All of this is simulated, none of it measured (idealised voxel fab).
process module | voxel self aligned contacts
cross-section cut | 200 nm wide | cells 5 nm
A cross-section is a grid of square cells, given in bands from the top down. A band is one or more rows of cells.
Each band's line starts with the height of the band's top and of its bottom, in nm. Then come its materials from left to right, each with its width in nm. One material with "throughout" fills the band from edge to edge. "air" is empty space.
Height 0 is the level under which the wafer as received is all one material. The lowest band goes on downwards, as in "0 down".
A width such as "30 to 40" changes by the same amount from each row of cells to the next, from the band's top row to its bottom row.
"no change" after a step means that no cell of the cross-section changed.
closed voids: empty space of 8 cells or more with no open way to the top, each as width x height at its distance from the left edge, in nm
after a step's settings: what the simulator itself notes on the step
overlay nm, on a step with a mask: how far to the right of its planned place the mask lay; to the left if negative
plan
1 op RECEIVE | material Si
2 op OXIDIZE | depth nm 5
3 op DIRECTIONAL_DEP | material polySi | thk nm 20
4 op DIRECTIONAL_DEP | material SiN | thk nm 25
5 op DIRECTIONAL_DEP | material aC | thk nm 10
6 op PATTERN | tone cover | mask id GATE | material resist | width nm 30 | pitch nm 65 | thk nm 30 | overlay nm 0
7 op DIRECTIONAL_ETCH | etch materials aC | depth nm 10
8 op STRIP | etch materials resist
9 op DIRECTIONAL_ETCH | etch materials SiN | depth nm 25
10 op DIRECTIONAL_ETCH | etch materials polySi | depth nm 20
11 op STRIP | etch materials aC
12 op CONFORMAL_DEP | material SiN | thk nm 10
13 op DIRECTIONAL_ETCH | etch materials SiN | depth nm 10
14 op FILL_DEP | material SiO2 | thk nm 20
15 op CMP | height nm 55
16 op MASKED_ETCH | tone open | mask id CONTACT | width nm 45 | pitch nm 65 | etch materials SiO2 | depth nm 60 | overlay nm 0
17 op CONFORMAL_DEP | material TiN | thk nm 5
18 op FILL_DEP | material Ru | thk nm 10
19 op CMP | height nm 55
20 op CONFORMAL_DEP | material SiN | thk nm 5
as received, after step 1
  0 down: Si throughout
  closed voids: none
first wafer at the end, as planned
  60 to 55: SiN throughout
  55 to 45: SiO2 45 | TiN 5 to 20 | Ru 35 to 5 | TiN 5 to 20 | SiO2 20 | TiN 5 to 20 | Ru 35 to 5 | TiN 5 to 20 | SiO2 45
  45 to 20: SiO2 10 | SiN 50 | TiN 5 | Ru 5 | TiN 5 | SiN 50 | TiN 5 | Ru 5 | TiN 5 | SiN 50 | SiO2 10
  20 to 0: SiO2 10 | SiN 10 | polySi 30 | SiN 10 | TiN 5 | Ru 5 | TiN 5 | SiN 10 | polySi 30 | SiN 10 | TiN 5 | Ru 5 | TiN 5 | SiN 10 | polySi 30 | SiN 10 | SiO2 10
  0 to -5: SiO2 60 | TiN 15 | SiO2 50 | TiN 15 | SiO2 60
  -5 down: Si throughout
  closed voids: none
second wafer at the end: like start, like plan, one mistake
  60 to 55: SiN throughout
  55 to 40: SiO2 10 | SiN 50 | TiN 5 | Ru 5 | TiN 5 | SiN 50 | TiN 5 | Ru 5 | TiN 5 | SiN 50 | SiO2 10
  40 to 25: SiO2 10 | SiN 10 | polySi 30 | SiN 10 | TiN 5 | Ru 5 | TiN 5 | SiN 10 | polySi 30 | SiN 10 | TiN 5 | Ru 5 | TiN 5 | SiN 10 | polySi 30 | SiN 10 | SiO2 10
  25 to 20: SiO2 10 | SiN 10 | polySi 30 | SiN 10 | TiN 15 | SiN 10 | polySi 30 | SiN 10 | TiN 15 | SiN 10 | polySi 30 | SiN 10 | SiO2 10
  20 to 0: polySi throughout
  0 to -5: SiO2 throughout
  -5 down: Si throughout
  closed voids: none
what went wrong: step 3 was run twice
at the end the second wafer has, in cells: 22 fewer of Ru | 60 fewer of SiN | 46 fewer of SiO2 | 32 fewer of TiN | 160 more of polySi
